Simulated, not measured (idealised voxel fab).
Module name: voxel tone inversion (process module)
The figure presents cross-section cut, which has a width of 295 nm and is divided into square cells with an edge length of 5 nm.
Cross-section spec: square-cell grid; bands listed top down; each band is one or more rows.
Look at the band entry: it leads with the top's height and the bottom's height in nm. Then it lists the materials left to right, with a width in nm for each. The word "all across" on a single material says that material fills the band edge to edge. The word "blank" is empty space.
Note: height 0 marks the level under which the wafer is uniformly one material as received. Lowest band unbounded below, written "0 -> down".
The expression "30..40" gives the width at the extremes of the band, the first number at its top row of cells and the second at its bottom row, with the width changing by equal amounts from each row to the next in between.
Take "everything unchanged" at face value: in the step it is given for, the cross-section changed in none of its cells.
The label "Enclosed void entries" introduces a list of the empty spaces, 8 cells or larger, that have no open way up to the top; each entry in it reads width x height at distance, where the distance is taken from the left edge and all three are stated in nm.
Anything after a step's settings on that line? It's the simulator's own note about the step.
overlay nm: mask right of planned place by this much (step with mask). Neg. = left.

**The process steps that were planned are listed below**
1 RECEIVE, material Si
2 CONFORMAL_DEP, material SiN, thk nm 5
3 DIRECTIONAL_DEP, material aC, thk nm 20
4 PATTERN, tone cover, mask id POSTS, material resist, width nm 25, pitch nm 50, thk nm 30, overlay nm 0
5 DIRECTIONAL_ETCH, etch materials aC, depth nm 20
6 STRIP, etch materials resist
7 FILL_DEP, material SiO2, thk nm 5
8 CMP, height nm 25
9 STRIP, etch materials aC

**As-received state of the wafer in cross-section, equivalent to post-step 1**
> 0 -> down = Si all across
> Enclosed void entries: none

**Final cross-section, module run with one mistake (start and plan as above)**
> 25 -> 0 = SiN all across
> 0 -> down = Si all across
> Enclosed void entries: none
Heads up, the wafer didn't run the way we planned it: step 3: run off-plan, actual operation and settings DIRECTIONAL_DEP, material SiN, thk nm 20
